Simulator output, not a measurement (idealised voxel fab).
Process module in this document: voxel wiring stack
Cross-section cut spans 200 nm and uses square cells 5 nm in size.
When this document writes out a cross-section, it uses a grid of square cells and lists it as bands, beginning at the top and moving down, with a band standing for one or more rows of cells.
Read a band's entry like this: the first values are the height of its top and the height of its bottom in nm, and what follows is the sequence of materials from left to right, each with its width in nm. Note that "empty" is empty space, and that a single material marked "full width" reaches across the band from edge to edge.
Ref level 0: as-received wafer is one material below here. Bottom band extends down with no lower bound ("from 0 down").
Width "30 to 40": first value at the band's top row of cells, second value at its bottom row, equal change from row to row.
Where a step carries "identical to before", the cross-section came out of it unchanged, cell for cell.
"Closed void catalog" enumerates empty spaces isolated from the top, with no open way to it, that contain at least 8 cells, giving each as width x height at distance from the left edge, all three in nm.
If you see something after the settings on a step's line, that's the simulator's own remark about that step.
The optional step-line setting "overlay nm" applies to steps with a mask and quantifies how far to the right of its planned location the mask lay, a negative value indicating leftward placement.

-- Listed below are the process steps as planned
1,RECEIVE | material Si
2,CONFORMAL_DEP | material SiO2 | thk nm 15
3,CONFORMAL_DEP | material SiCN | thk nm 5
4,DIRECTIONAL_DEP | material lowk | thk nm 20
5,DIRECTIONAL_DEP | material aC | thk nm 10
6,PATTERN | tone open | mask id METAL_1 | material resist | width nm 25 | pitch nm 40 | thk nm 25 | overlay nm 0
7,DIRECTIONAL_ETCH | etch materials aC | depth nm 10
8,STRIP | etch materials resist
9,DIRECTIONAL_ETCH | etch materials lowk | depth nm 20
10,DIRECTIONAL_ETCH | etch materials SiCN | depth nm 5
11,STRIP | etch materials aC
12,CONFORMAL_DEP | material TiN | thk nm 5
13,FILL_DEP | material Ru | thk nm 10
14,CMP | height nm 40
15,CONFORMAL_DEP | material SiCN | thk nm 5
16,DIRECTIONAL_DEP | material lowk | thk nm 35
17,DIRECTIONAL_DEP | material aC | thk nm 15
18,PATTERN | tone open | mask id METAL_2_HOLES | material resist | width nm 15 | pitch nm 40 | thk nm 30 | overlay nm 0
19,DIRECTIONAL_ETCH | etch materials aC | depth nm 15
20,STRIP | etch materials resist
21,DIRECTIONAL_ETCH | etch materials lowk | depth nm 35
22,STRIP | etch materials aC
23,DIRECTIONAL_DEP | material aC | thk nm 10
24,PATTERN | tone open | mask id METAL_2 | material resist | width nm 25 | pitch nm 40 | thk nm 25 | overlay nm 0
25,DIRECTIONAL_ETCH | etch materials aC | depth nm 10
26,STRIP | etch materials resist
27,DIRECTIONAL_ETCH | etch materials lowk | depth nm 20
28,DIRECTIONAL_ETCH | etch materials SiCN | depth nm 5
29,STRIP | etch materials aC
30,CONFORMAL_DEP | material TiN | thk nm 5
31,FILL_DEP | material Cu | thk nm 5
32,CMP | height nm 80
33,CONFORMAL_DEP | material SiCN | thk nm 5
34,DIRECTIONAL_DEP | material lowk | thk nm 10
35,MASKED_ETCH | tone open | mask id PLUG_2 | width nm 15 | pitch nm 80 | etch materials lowk | depth nm 10 | overlay nm 0
36,MASKED_ETCH | tone open | mask id PLUG_2 | width nm 15 | pitch nm 80 | etch materials SiCN | depth nm 5 | overlay nm 0
37,CONFORMAL_DEP | material TiN | thk nm 5
38,FILL_DEP | material W | thk nm 10
39,CMP | height nm 95
40,DIRECTIONAL_DEP | material TiN | thk nm 5
41,DIRECTIONAL_DEP | material Ru | thk nm 25
42,PATTERN | tone cover | mask id METAL_3 | material resist | width nm 25 | pitch nm 40 | thk nm 20 | overlay nm 0
43,DIRECTIONAL_ETCH | etch materials Ru | depth nm 25
44,DIRECTIONAL_ETCH | etch materials TiN | depth nm 5
45,STRIP | etch materials resist
46,FILL_DEP | material lowk | thk nm 10
47,CMP | height nm 125
48,CONFORMAL_DEP | material SiCN | thk nm 5

-- Account of the first of two wafers, which was processed as intended

-- As-received wafer cross-section (after step 1)
from 0 down = Si full width
Closed void catalog: none

-- Wafer after step 2 (cross-section)
from 15 to 0 = SiO2 full width
Below a height of 0, the structure has not been altered.

-- Wafer after step 3 (cross-section)
from 20 to 15 = SiCN full width
Below a height of 15, the structure has not been altered.

-- Wafer after step 4 (cross-section)
from 40 to 20 = lowk full width
Below a height of 20, the structure has not been altered.

-- Wafer after step 5 (cross-section)
from 50 to 40 = aC full width
Below a height of 40, the structure has not been altered.

-- Wafer after step 6 (cross-section)
from 75 to 50 = resist: 25; empty: 25; resist: 15; empty: 25; resist: 15; empty: 25; resist: 15; empty: 25; resist: 30
Below a height of 50, the structure has not been altered.

-- Wafer after step 7 (cross-section)
from 65 to 50 = resist: 25; empty: 25; resist: 15; empty: 25; resist: 15; empty: 25; resist: 15; empty: 25; resist: 30
from 50 to 40 = aC: 25; empty: 25; aC: 15; empty: 25; aC: 15; empty: 25; aC: 15; empty: 25; aC: 30
Below a height of 40, the structure has not been altered.

-- Wafer after step 8 (cross-section)
from 50 to 40 = aC: 25; empty: 25; aC: 15; empty: 25; aC: 15; empty: 25; aC: 15; empty: 25; aC: 30
Below a height of 40, the structure has not been altered.

-- Wafer after step 9 (cross-section)
from 50 to 40 = aC: 25; empty: 25; aC: 15; empty: 25; aC: 15; empty: 25; aC: 15; empty: 25; aC: 30
from 40 to 20 = lowk: 25; empty: 25; lowk: 15; empty: 25; lowk: 15; empty: 25; lowk: 15; empty: 25; lowk: 30
Below a height of 20, the structure has not been altered.

-- Wafer after step 10 (cross-section)
from 50 to 40 = aC: 25; empty: 25; aC: 15; empty: 25; aC: 15; empty: 25; aC: 15; empty: 25; aC: 30
from 40 to 20 = lowk: 25; empty: 25; lowk: 15; empty: 25; lowk: 15; empty: 25; lowk: 15; empty: 25; lowk: 30
from 20 to 15 = SiCN: 25; empty: 25; SiCN: 15; empty: 25; SiCN: 15; empty: 25; SiCN: 15; empty: 25; SiCN: 30
Below a height of 15, the structure has not been altered.

-- Wafer after step 11 (cross-section)
from 40 to 20 = lowk: 25; empty: 25; lowk: 15; empty: 25; lowk: 15; empty: 25; lowk: 15; empty: 25; lowk: 30
Below a height of 20, the structure has not been altered.

-- Wafer after step 12 (cross-section)
from 45 to 40 = TiN: 30; empty: 15; TiN: 25; empty: 15; TiN: 25; empty: 15; TiN: 25; empty: 15; TiN: 35
from 40 to 20 = lowk: 25; TiN: 5; empty: 15; TiN: 5; lowk: 15; TiN: 5; empty: 15; TiN: 5; lowk: 15; TiN: 5; empty: 15; TiN: 5; lowk: 15; TiN: 5; empty: 15; TiN: 5; lowk: 30
from 20 to 15 = SiCN: 25; TiN: 25; SiCN: 15; TiN: 25; SiCN: 15; TiN: 25; SiCN: 15; TiN: 25; SiCN: 30
Below a height of 15, the structure has not been altered.

-- Wafer after step 13 (cross-section)
from 55 to 45 = Ru full width
from 45 to 40 = TiN: 30; Ru: 15; TiN: 25; Ru: 15; TiN: 25; Ru: 15; TiN: 25; Ru: 15; TiN: 35
from 40 to 20 = lowk: 25; TiN: 5; Ru: 15; TiN: 5; lowk: 15; TiN: 5; Ru: 15; TiN: 5; lowk: 15; TiN: 5; Ru: 15; TiN: 5; lowk: 15; TiN: 5; Ru: 15; TiN: 5; lowk: 30
Below a height of 20, the structure has not been altered.

-- Wafer after step 14 (cross-section)
from 40 to 20 = lowk: 25; TiN: 5; Ru: 15; TiN: 5; lowk: 15; TiN: 5; Ru: 15; TiN: 5; lowk: 15; TiN: 5; Ru: 15; TiN: 5; lowk: 15; TiN: 5; Ru: 15; TiN: 5; lowk: 30
Below a height of 20, the structure has not been altered.

-- Wafer after step 15 (cross-section)
from 45 to 40 = SiCN full width
Below a height of 40, the structure has not been altered.

-- Wafer after step 16 (cross-section)
from 80 to 45 = lowk full width
Below a height of 45, the structure has not been altered.

-- Wafer after step 17 (cross-section)
from 95 to 80 = aC full width
Below a height of 80, the structure has not been altered.

-- Wafer after step 18 (cross-section)
from 125 to 95 = resist: 25; empty: 15; resist: 25; empty: 15; resist: 25; empty: 15; resist: 25; empty: 15; resist: 40
Below a height of 95, the structure has not been altered.

-- Wafer after step 19 (cross-section)
from 110 to 95 = resist: 25; empty: 15; resist: 25; empty: 15; resist: 25; empty: 15; resist: 25; empty: 15; resist: 40
from 95 to 80 = aC: 25; empty: 15; aC: 25; empty: 15; aC: 25; empty: 15; aC: 25; empty: 15; aC: 40
Below a height of 80, the structure has not been altered.

-- Wafer after step 20 (cross-section)
from 95 to 80 = aC: 25; empty: 15; aC: 25; empty: 15; aC: 25; empty: 15; aC: 25; empty: 15; aC: 40
Below a height of 80, the structure has not been altered.

-- Wafer after step 21 (cross-section)
from 95 to 80 = aC: 25; empty: 15; aC: 25; empty: 15; aC: 25; empty: 15; aC: 25; empty: 15; aC: 40
from 80 to 45 = lowk: 25; empty: 15; lowk: 25; empty: 15; lowk: 25; empty: 15; lowk: 25; empty: 15; lowk: 40
Below a height of 45, the structure has not been altered.

-- Wafer after step 22 (cross-section)
from 80 to 45 = lowk: 25; empty: 15; lowk: 25; empty: 15; lowk: 25; empty: 15; lowk: 25; empty: 15; lowk: 40
Below a height of 45, the structure has not been altered.

-- Wafer after step 23 (cross-section)
from 90 to 80 = aC: 25; empty: 15; aC: 25; empty: 15; aC: 25; empty: 15; aC: 25; empty: 15; aC: 40
from 80 to 55 = lowk: 25; empty: 15; lowk: 25; empty: 15; lowk: 25; empty: 15; lowk: 25; empty: 15; lowk: 40
from 55 to 45 = lowk: 25; aC: 15; lowk: 25; aC: 15; lowk: 25; aC: 15; lowk: 25; aC: 15; lowk: 40
Below a height of 45, the structure has not been altered.

-- Wafer after step 24 (cross-section)
from 115 to 90 = resist: 25; empty: 25; resist: 15; empty: 25; resist: 15; empty: 25; resist: 15; empty: 25; resist: 30
Below a height of 90, the structure has not been altered.

-- Wafer after step 25 (cross-section)
from 105 to 90 = resist: 25; empty: 25; resist: 15; empty: 25; resist: 15; empty: 25; resist: 15; empty: 25; resist: 30
from 90 to 80 = aC: 25; empty: 25; aC: 15; empty: 25; aC: 15; empty: 25; aC: 15; empty: 25; aC: 30
from 80 to 45 = lowk: 25; empty: 15; lowk: 25; empty: 15; lowk: 25; empty: 15; lowk: 25; empty: 15; lowk: 40
Below a height of 45, the structure has not been altered.

-- Wafer after step 26 (cross-section)
from 90 to 80 = aC: 25; empty: 25; aC: 15; empty: 25; aC: 15; empty: 25; aC: 15; empty: 25; aC: 30
Below a height of 80, the structure has not been altered.

-- Wafer after step 27 (cross-section)
from 90 to 80 = aC: 25; empty: 25; aC: 15; empty: 25; aC: 15; empty: 25; aC: 15; empty: 25; aC: 30
from 80 to 60 = lowk: 25; empty: 25; lowk: 15; empty: 25; lowk: 15; empty: 25; lowk: 15; empty: 25; lowk: 30
Below a height of 60, the structure has not been altered.

-- Wafer after step 28 (cross-section)
from 90 to 80 = aC: 25; empty: 25; aC: 15; empty: 25; aC: 15; empty: 25; aC: 15; empty: 25; aC: 30
from 80 to 60 = lowk: 25; empty: 25; lowk: 15; empty: 25; lowk: 15; empty: 25; lowk: 15; empty: 25; lowk: 30
from 60 to 45 = lowk: 25; empty: 15; lowk: 25; empty: 15; lowk: 25; empty: 15; lowk: 25; empty: 15; lowk: 40
from 45 to 40 = SiCN: 25; empty: 15; SiCN: 25; empty: 15; SiCN: 25; empty: 15; SiCN: 25; empty: 15; SiCN: 40
Below a height of 40, the structure has not been altered.

-- Wafer after step 29 (cross-section)
from 80 to 60 = lowk: 25; empty: 25; lowk: 15; empty: 25; lowk: 15; empty: 25; lowk: 15; empty: 25; lowk: 30
Below a height of 60, the structure has not been altered.

-- Wafer after step 30 (cross-section)
from 85 to 80 = TiN: 30; empty: 15; TiN: 25; empty: 15; TiN: 25; empty: 15; TiN: 25; empty: 15; TiN: 35
from 80 to 65 = lowk: 25; TiN: 5; empty: 15; TiN: 5; lowk: 15; TiN: 5; empty: 15; TiN: 5; lowk: 15; TiN: 5; empty: 15; TiN: 5; lowk: 15; TiN: 5; empty: 15; TiN: 5; lowk: 30
from 65 to 60 = lowk: 25; TiN: 5; empty: 5; TiN: 15; lowk: 15; TiN: 5; empty: 5; TiN: 15; lowk: 15; TiN: 5; empty: 5; TiN: 15; lowk: 15; TiN: 5; empty: 5; TiN: 15; lowk: 30
from 60 to 45 = lowk: 25; TiN: 5; empty: 5; TiN: 5; lowk: 25; TiN: 5; empty: 5; TiN: 5; lowk: 25; TiN: 5; empty: 5; TiN: 5; lowk: 25; TiN: 5; empty: 5; TiN: 5; lowk: 40
from 45 to 40 = SiCN: 25; TiN: 15; SiCN: 25; TiN: 15; SiCN: 25; TiN: 15; SiCN: 25; TiN: 15; SiCN: 40
Below a height of 40, the structure has not been altered.

-- Wafer after step 31 (cross-section)
from 90 to 85 = Cu full width
from 85 to 80 = TiN: 30; Cu: 15; TiN: 25; Cu: 15; TiN: 25; Cu: 15; TiN: 25; Cu: 15; TiN: 35
from 80 to 65 = lowk: 25; TiN: 5; Cu: 15; TiN: 5; lowk: 15; TiN: 5; Cu: 15; TiN: 5; lowk: 15; TiN: 5; Cu: 15; TiN: 5; lowk: 15; TiN: 5; Cu: 15; TiN: 5; lowk: 30
from 65 to 60 = lowk: 25; TiN: 5; Cu: 5; TiN: 15; lowk: 15; TiN: 5; Cu: 5; TiN: 15; lowk: 15; TiN: 5; Cu: 5; TiN: 15; lowk: 15; TiN: 5; Cu: 5; TiN: 15; lowk: 30
from 60 to 45 = lowk: 25; TiN: 5; Cu: 5; TiN: 5; lowk: 25; TiN: 5; Cu: 5; TiN: 5; lowk: 25; TiN: 5; Cu: 5; TiN: 5; lowk: 25; TiN: 5; Cu: 5; TiN: 5; lowk: 40
Below a height of 45, the structure has not been altered.

-- Wafer after step 32 (cross-section)
from 80 to 65 = lowk: 25; TiN: 5; Cu: 15; TiN: 5; lowk: 15; TiN: 5; Cu: 15; TiN: 5; lowk: 15; TiN: 5; Cu: 15; TiN: 5; lowk: 15; TiN: 5; Cu: 15; TiN: 5; lowk: 30
Below a height of 65, the structure has not been altered.

-- Wafer after step 33 (cross-section)
from 85 to 80 = SiCN full width
Below a height of 80, the structure has not been altered.

-- Wafer after step 34 (cross-section)
from 95 to 85 = lowk full width
Below a height of 85, the structure has not been altered.

-- Wafer after step 35 (cross-section)
from 95 to 85 = lowk: 25; empty: 15; lowk: 65; empty: 15; lowk: 80
Below a height of 85, the structure has not been altered.

-- Wafer after step 36 (cross-section)
from 95 to 85 = lowk: 25; empty: 15; lowk: 65; empty: 15; lowk: 80
from 85 to 80 = SiCN: 25; empty: 15; SiCN: 65; empty: 15; SiCN: 80
Below a height of 80, the structure has not been altered.

-- Wafer after step 37 (cross-section)
from 100 to 95 = TiN: 30; empty: 5; TiN: 75; empty: 5; TiN: 85
from 95 to 85 = lowk: 25; TiN: 5; empty: 5; TiN: 5; lowk: 65; TiN: 5; empty: 5; TiN: 5; lowk: 80
from 85 to 80 = SiCN: 25; TiN: 15; SiCN: 65; TiN: 15; SiCN: 80
Below a height of 80, the structure has not been altered.

-- Wafer after step 38 (cross-section)
from 110 to 100 = W full width
from 100 to 95 = TiN: 30; W: 5; TiN: 75; W: 5; TiN: 85
from 95 to 85 = lowk: 25; TiN: 5; W: 5; TiN: 5; lowk: 65; TiN: 5; W: 5; TiN: 5; lowk: 80
Below a height of 85, the structure has not been altered.

-- Wafer after step 39 (cross-section)
from 95 to 85 = lowk: 25; TiN: 5; W: 5; TiN: 5; lowk: 65; TiN: 5; W: 5; TiN: 5; lowk: 80
Below a height of 85, the structure has not been altered.

-- Wafer after step 40 (cross-section)
from 100 to 95 = TiN full width
Below a height of 95, the structure has not been altered.

-- Wafer after step 41 (cross-section)
from 125 to 100 = Ru full width
Below a height of 100, the structure has not been altered.

-- Wafer after step 42 (cross-section)
from 145 to 125 = empty: 25; resist: 25; empty: 15; resist: 25; empty: 15; resist: 25; empty: 15; resist: 25; empty: 30
Below a height of 125, the structure has not been altered.

-- Wafer after step 43 (cross-section)
from 145 to 125 = empty: 25; resist: 25; empty: 15; resist: 25; empty: 15; resist: 25; empty: 15; resist: 25; empty: 30
from 125 to 100 = empty: 25; Ru: 25; empty: 15; Ru: 25; empty: 15; Ru: 25; empty: 15; Ru: 25; empty: 30
Below a height of 100, the structure has not been altered.

-- Wafer after step 44 (cross-section)
from 145 to 125 = empty: 25; resist: 25; empty: 15; resist: 25; empty: 15; resist: 25; empty: 15; resist: 25; empty: 30
from 125 to 100 = empty: 25; Ru: 25; empty: 15; Ru: 25; empty: 15; Ru: 25; empty: 15; Ru: 25; empty: 30
from 100 to 95 = empty: 25; TiN: 25; empty: 15; TiN: 25; empty: 15; TiN: 25; empty: 15; TiN: 25; empty: 30
Below a height of 95, the structure has not been altered.

-- Wafer after step 45 (cross-section)
from 125 to 100 = empty: 25; Ru: 25; empty: 15; Ru: 25; empty: 15; Ru: 25; empty: 15; Ru: 25; empty: 30
Below a height of 100, the structure has not been altered.

-- Wafer after step 46 (cross-section)
from 135 to 125 = lowk full width
from 125 to 100 = lowk: 25; Ru: 25; lowk: 15; Ru: 25; lowk: 15; Ru: 25; lowk: 15; Ru: 25; lowk: 30
from 100 to 95 = lowk: 25; TiN: 25; lowk: 15; TiN: 25; lowk: 15; TiN: 25; lowk: 15; TiN: 25; lowk: 30
Below a height of 95, the structure has not been altered.

-- Wafer after step 47 (cross-section)
from 125 to 100 = lowk: 25; Ru: 25; lowk: 15; Ru: 25; lowk: 15; Ru: 25; lowk: 15; Ru: 25; lowk: 30
Below a height of 100, the structure has not been altered.

-- Wafer after step 48 (cross-section)
from 130 to 125 = SiCN full width
Below a height of 125, the structure has not been altered.

-- The second wafer: identical to the first at the outset and in its planned sequence, differing only in that one mistake was made during processing; up to and including step 13, its path is the first wafer's path

Second wafer: cross-section at the scheduled end of step 14: identical to before

-- Second wafer: cross-section at the scheduled end of step 15
from 60 to 55 = SiCN full width
Below a height of 55, the structure has not been altered.

-- Second wafer: cross-section at the scheduled end of step 16
from 95 to 60 = lowk full width
Below a height of 60, the structure has not been altered.

-- Second wafer: cross-section at the scheduled end of step 17
from 110 to 95 = aC full width
Below a height of 95, the structure has not been altered.

-- Second wafer: cross-section at the scheduled end of step 18
from 140 to 110 = resist: 25; empty: 15; resist: 25; empty: 15; resist: 25; empty: 15; resist: 25; empty: 15; resist: 40
Below a height of 110, the structure has not been altered.

-- Second wafer: cross-section at the scheduled end of step 19
from 125 to 110 = resist: 25; empty: 15; resist: 25; empty: 15; resist: 25; empty: 15; resist: 25; empty: 15; resist: 40
from 110 to 95 = aC: 25; empty: 15; aC: 25; empty: 15; aC: 25; empty: 15; aC: 25; empty: 15; aC: 40
Below a height of 95, the structure has not been altered.

-- Second wafer: cross-section at the scheduled end of step 20
from 110 to 95 = aC: 25; empty: 15; aC: 25; empty: 15; aC: 25; empty: 15; aC: 25; empty: 15; aC: 40
Below a height of 95, the structure has not been altered.

-- Second wafer: cross-section at the scheduled end of step 21
from 110 to 95 = aC: 25; empty: 15; aC: 25; empty: 15; aC: 25; empty: 15; aC: 25; empty: 15; aC: 40
from 95 to 60 = lowk: 25; empty: 15; lowk: 25; empty: 15; lowk: 25; empty: 15; lowk: 25; empty: 15; lowk: 40
Below a height of 60, the structure has not been altered.

-- Second wafer: cross-section at the scheduled end of step 22
from 95 to 60 = lowk: 25; empty: 15; lowk: 25; empty: 15; lowk: 25; empty: 15; lowk: 25; empty: 15; lowk: 40
Below a height of 60, the structure has not been altered.

-- Second wafer: cross-section at the scheduled end of step 23
from 105 to 95 = aC: 25; empty: 15; aC: 25; empty: 15; aC: 25; empty: 15; aC: 25; empty: 15; aC: 40
from 95 to 70 = lowk: 25; empty: 15; lowk: 25; empty: 15; lowk: 25; empty: 15; lowk: 25; empty: 15; lowk: 40
from 70 to 60 = lowk: 25; aC: 15; lowk: 25; aC: 15; lowk: 25; aC: 15; lowk: 25; aC: 15; lowk: 40
Below a height of 60, the structure has not been altered.

-- Second wafer: cross-section at the scheduled end of step 24
from 130 to 105 = resist: 25; empty: 25; resist: 15; empty: 25; resist: 15; empty: 25; resist: 15; empty: 25; resist: 30
Below a height of 105, the structure has not been altered.

-- Second wafer: cross-section at the scheduled end of step 25
from 120 to 105 = resist: 25; empty: 25; resist: 15; empty: 25; resist: 15; empty: 25; resist: 15; empty: 25; resist: 30
from 105 to 95 = aC: 25; empty: 25; aC: 15; empty: 25; aC: 15; empty: 25; aC: 15; empty: 25; aC: 30
from 95 to 60 = lowk: 25; empty: 15; lowk: 25; empty: 15; lowk: 25; empty: 15; lowk: 25; empty: 15; lowk: 40
Below a height of 60, the structure has not been altered.

-- Second wafer: cross-section at the scheduled end of step 26
from 105 to 95 = aC: 25; empty: 25; aC: 15; empty: 25; aC: 15; empty: 25; aC: 15; empty: 25; aC: 30
Below a height of 95, the structure has not been altered.

-- Second wafer: cross-section at the scheduled end of step 27
from 105 to 95 = aC: 25; empty: 25; aC: 15; empty: 25; aC: 15; empty: 25; aC: 15; empty: 25; aC: 30
from 95 to 75 = lowk: 25; empty: 25; lowk: 15; empty: 25; lowk: 15; empty: 25; lowk: 15; empty: 25; lowk: 30
Below a height of 75, the structure has not been altered.

-- Second wafer: cross-section at the scheduled end of step 28
from 105 to 95 = aC: 25; empty: 25; aC: 15; empty: 25; aC: 15; empty: 25; aC: 15; empty: 25; aC: 30
from 95 to 75 = lowk: 25; empty: 25; lowk: 15; empty: 25; lowk: 15; empty: 25; lowk: 15; empty: 25; lowk: 30
from 75 to 60 = lowk: 25; empty: 15; lowk: 25; empty: 15; lowk: 25; empty: 15; lowk: 25; empty: 15; lowk: 40
from 60 to 55 = SiCN: 25; empty: 15; SiCN: 25; empty: 15; SiCN: 25; empty: 15; SiCN: 25; empty: 15; SiCN: 40
Below a height of 55, the structure has not been altered.

-- Second wafer: cross-section at the scheduled end of step 29
from 95 to 75 = lowk: 25; empty: 25; lowk: 15; empty: 25; lowk: 15; empty: 25; lowk: 15; empty: 25; lowk: 30
Below a height of 75, the structure has not been altered.

-- Second wafer: cross-section at the scheduled end of step 30
from 100 to 95 = TiN: 30; empty: 15; TiN: 25; empty: 15; TiN: 25; empty: 15; TiN: 25; empty: 15; TiN: 35
from 95 to 80 = lowk: 25; TiN: 5; empty: 15; TiN: 5; lowk: 15; TiN: 5; empty: 15; TiN: 5; lowk: 15; TiN: 5; empty: 15; TiN: 5; lowk: 15; TiN: 5; empty: 15; TiN: 5; lowk: 30
from 80 to 75 = lowk: 25; TiN: 5; empty: 5; TiN: 15; lowk: 15; TiN: 5; empty: 5; TiN: 15; lowk: 15; TiN: 5; empty: 5; TiN: 15; lowk: 15; TiN: 5; empty: 5; TiN: 15; lowk: 30
from 75 to 60 = lowk: 25; TiN: 5; empty: 5; TiN: 5; lowk: 25; TiN: 5; empty: 5; TiN: 5; lowk: 25; TiN: 5; empty: 5; TiN: 5; lowk: 25; TiN: 5; empty: 5; TiN: 5; lowk: 40
from 60 to 55 = SiCN: 25; TiN: 15; SiCN: 25; TiN: 15; SiCN: 25; TiN: 15; SiCN: 25; TiN: 15; SiCN: 40
Below a height of 55, the structure has not been altered.

-- Second wafer: cross-section at the scheduled end of step 31
from 105 to 100 = Cu full width
from 100 to 95 = TiN: 30; Cu: 15; TiN: 25; Cu: 15; TiN: 25; Cu: 15; TiN: 25; Cu: 15; TiN: 35
from 95 to 80 = lowk: 25; TiN: 5; Cu: 15; TiN: 5; lowk: 15; TiN: 5; Cu: 15; TiN: 5; lowk: 15; TiN: 5; Cu: 15; TiN: 5; lowk: 15; TiN: 5; Cu: 15; TiN: 5; lowk: 30
from 80 to 75 = lowk: 25; TiN: 5; Cu: 5; TiN: 15; lowk: 15; TiN: 5; Cu: 5; TiN: 15; lowk: 15; TiN: 5; Cu: 5; TiN: 15; lowk: 15; TiN: 5; Cu: 5; TiN: 15; lowk: 30
from 75 to 60 = lowk: 25; TiN: 5; Cu: 5; TiN: 5; lowk: 25; TiN: 5; Cu: 5; TiN: 5; lowk: 25; TiN: 5; Cu: 5; TiN: 5; lowk: 25; TiN: 5; Cu: 5; TiN: 5; lowk: 40
Below a height of 60, the structure has not been altered.

-- Second wafer: cross-section at the scheduled end of step 32
from 80 to 75 = lowk: 25; TiN: 5; Cu: 5; TiN: 15; lowk: 15; TiN: 5; Cu: 5; TiN: 15; lowk: 15; TiN: 5; Cu: 5; TiN: 15; lowk: 15; TiN: 5; Cu: 5; TiN: 15; lowk: 30
Below a height of 75, the structure has not been altered.

-- Second wafer: cross-section at the scheduled end of step 33
from 85 to 80 = SiCN full width
Below a height of 80, the structure has not been altered.

-- Second wafer: cross-section at the scheduled end of step 34
from 95 to 85 = lowk full width
Below a height of 85, the structure has not been altered.

-- Second wafer: cross-section at the scheduled end of step 35
from 95 to 85 = lowk: 25; empty: 15; lowk: 65; empty: 15; lowk: 80
Below a height of 85, the structure has not been altered.

-- Second wafer: cross-section at the scheduled end of step 36
from 95 to 85 = lowk: 25; empty: 15; lowk: 65; empty: 15; lowk: 80
from 85 to 80 = SiCN: 25; empty: 15; SiCN: 65; empty: 15; SiCN: 80
Below a height of 80, the structure has not been altered.

-- Second wafer: cross-section at the scheduled end of step 37
from 100 to 95 = TiN: 30; empty: 5; TiN: 75; empty: 5; TiN: 85
from 95 to 85 = lowk: 25; TiN: 5; empty: 5; TiN: 5; lowk: 65; TiN: 5; empty: 5; TiN: 5; lowk: 80
from 85 to 80 = SiCN: 25; TiN: 15; SiCN: 65; TiN: 15; SiCN: 80
Below a height of 80, the structure has not been altered.

-- Second wafer: cross-section at the scheduled end of step 38
from 110 to 100 = W full width
from 100 to 95 = TiN: 30; W: 5; TiN: 75; W: 5; TiN: 85
from 95 to 85 = lowk: 25; TiN: 5; W: 5; TiN: 5; lowk: 65; TiN: 5; W: 5; TiN: 5; lowk: 80
Below a height of 85, the structure has not been altered.

-- Second wafer: cross-section at the scheduled end of step 39
from 95 to 85 = lowk: 25; TiN: 5; W: 5; TiN: 5; lowk: 65; TiN: 5; W: 5; TiN: 5; lowk: 80
Below a height of 85, the structure has not been altered.

-- Second wafer: cross-section at the scheduled end of step 40
from 100 to 95 = TiN full width
Below a height of 95, the structure has not been altered.

-- Second wafer: cross-section at the scheduled end of step 41
from 125 to 100 = Ru full width
Below a height of 100, the structure has not been altered.

-- Second wafer: cross-section at the scheduled end of step 42
from 145 to 125 = empty: 25; resist: 25; empty: 15; resist: 25; empty: 15; resist: 25; empty: 15; resist: 25; empty: 30
Below a height of 125, the structure has not been altered.

-- Second wafer: cross-section at the scheduled end of step 43
from 145 to 125 = empty: 25; resist: 25; empty: 15; resist: 25; empty: 15; resist: 25; empty: 15; resist: 25; empty: 30
from 125 to 100 = empty: 25; Ru: 25; empty: 15; Ru: 25; empty: 15; Ru: 25; empty: 15; Ru: 25; empty: 30
Below a height of 100, the structure has not been altered.

-- Second wafer: cross-section at the scheduled end of step 44
from 145 to 125 = empty: 25; resist: 25; empty: 15; resist: 25; empty: 15; resist: 25; empty: 15; resist: 25; empty: 30
from 125 to 100 = empty: 25; Ru: 25; empty: 15; Ru: 25; empty: 15; Ru: 25; empty: 15; Ru: 25; empty: 30
from 100 to 95 = empty: 25; TiN: 25; empty: 15; TiN: 25; empty: 15; TiN: 25; empty: 15; TiN: 25; empty: 30
Below a height of 95, the structure has not been altered.

-- Second wafer: cross-section at the scheduled end of step 45
from 125 to 100 = empty: 25; Ru: 25; empty: 15; Ru: 25; empty: 15; Ru: 25; empty: 15; Ru: 25; empty: 30
Below a height of 100, the structure has not been altered.

-- Second wafer: cross-section at the scheduled end of step 46
from 135 to 125 = lowk full width
from 125 to 100 = lowk: 25; Ru: 25; lowk: 15; Ru: 25; lowk: 15; Ru: 25; lowk: 15; Ru: 25; lowk: 30
from 100 to 95 = lowk: 25; TiN: 25; lowk: 15; TiN: 25; lowk: 15; TiN: 25; lowk: 15; TiN: 25; lowk: 30
Below a height of 95, the structure has not been altered.

-- Second wafer: cross-section at the scheduled end of step 47
from 125 to 100 = lowk: 25; Ru: 25; lowk: 15; Ru: 25; lowk: 15; Ru: 25; lowk: 15; Ru: 25; lowk: 30
Below a height of 100, the structure has not been altered.

-- Second wafer: cross-section at the scheduled end of step 48
from 130 to 125 = SiCN full width
Below a height of 125, the structure has not been altered.
What was the processing mistake? heads up, step 14 of the plan was skipped and never actually ran
Heads up, by the end the second wafer has more or fewer cells of some materials compared to the first: 36 fewer of Cu | 92 more of Ru | 4 more of TiN | 60 fewer of lowk
